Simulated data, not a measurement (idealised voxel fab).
Documented hereafter: the process module known as voxel fin reveal.
Square cell edge 5 nm, section width 165 nm, ID cut.
How to read a cross-section here: the picture is a grid of square cells, written as bands going from the top down, and any band can span one or more rows of cells.
A band entry consists of two parts. The first gives the height of the band's top and the height of its bottom, in nm. The rest lists the band's materials from left to right, each with its width in nm. A single material labelled with the word "full width" fills the band from edge to edge, and the word "empty" marks empty space.
Height datum 0, below which the as-received substrate wafer is one material. Lowest band open at the bottom, running downward: "from 0 down".
Top row gets the first number, bottom row gets the second, and each row in between changes by the same step: that is how a band width like "30->40" works.
Step note "same as before" = no cross-section cell changed.
This entry, "closed voids", enumerates those empty regions of no fewer than 8 cells that possess no open connection to the top. Each region is reported in the form width x height at distance, the distance being taken from the left edge, with all three quantities expressed in nm.
On a step's line, text after the settings is the simulator commenting on that step.
What "overlay nm" on a step's line means: if the step has a mask, that mask lay this far to the right of its planned place, or, when the value is negative, to the left.

# List of planned process steps
1: RECEIVE: material Si
2: CONFORMAL_DEP: material SiN, thk nm 5
3: PATTERN: tone cover, mask id FINS, material resist, width nm 15, pitch nm 35, thk nm 20, overlay nm 0
4: DIRECTIONAL_ETCH: etch materials SiN, depth nm 5
5: DIRECTIONAL_ETCH: etch materials Si, depth nm 30
6: STRIP: etch materials resist
7: OXIDIZE: depth nm 5
8: FILL_DEP: material SiO2, thk nm 5
9: CMP: height nm 5
10: SELECTIVE_ETCH: etch materials SiO2, depth nm 20
11: STRIP: etch materials SiN
12: CONFORMAL_DEP: material HfO2, thk nm 5

# Cross-section, incoming material, after step 1
* from 0 down | Si full width
* closed voids: none

# Here's the wafer cut in cross-section after the module, started and planned just like above, except one thing was done wrong in the run
* from 15 to 0 | empty 10, then HfO2 140, then empty 15
* from 0 to -15 | HfO2 25, then Si 5, then HfO2 30, then Si 5, then HfO2 30, then Si 5, then HfO2 30, then Si 5, then HfO2 30
* from -15 to -35 | SiO2 25, then Si 5, then SiO2 30, then Si 5, then SiO2 30, then Si 5, then SiO2 30, then Si 5, then SiO2 30
* from -35 down | Si full width
* closed voids: none
What broke from the plan during processing? step 12 changed vs plan, executed as CONFORMAL_DEP: material HfO2, thk nm 15
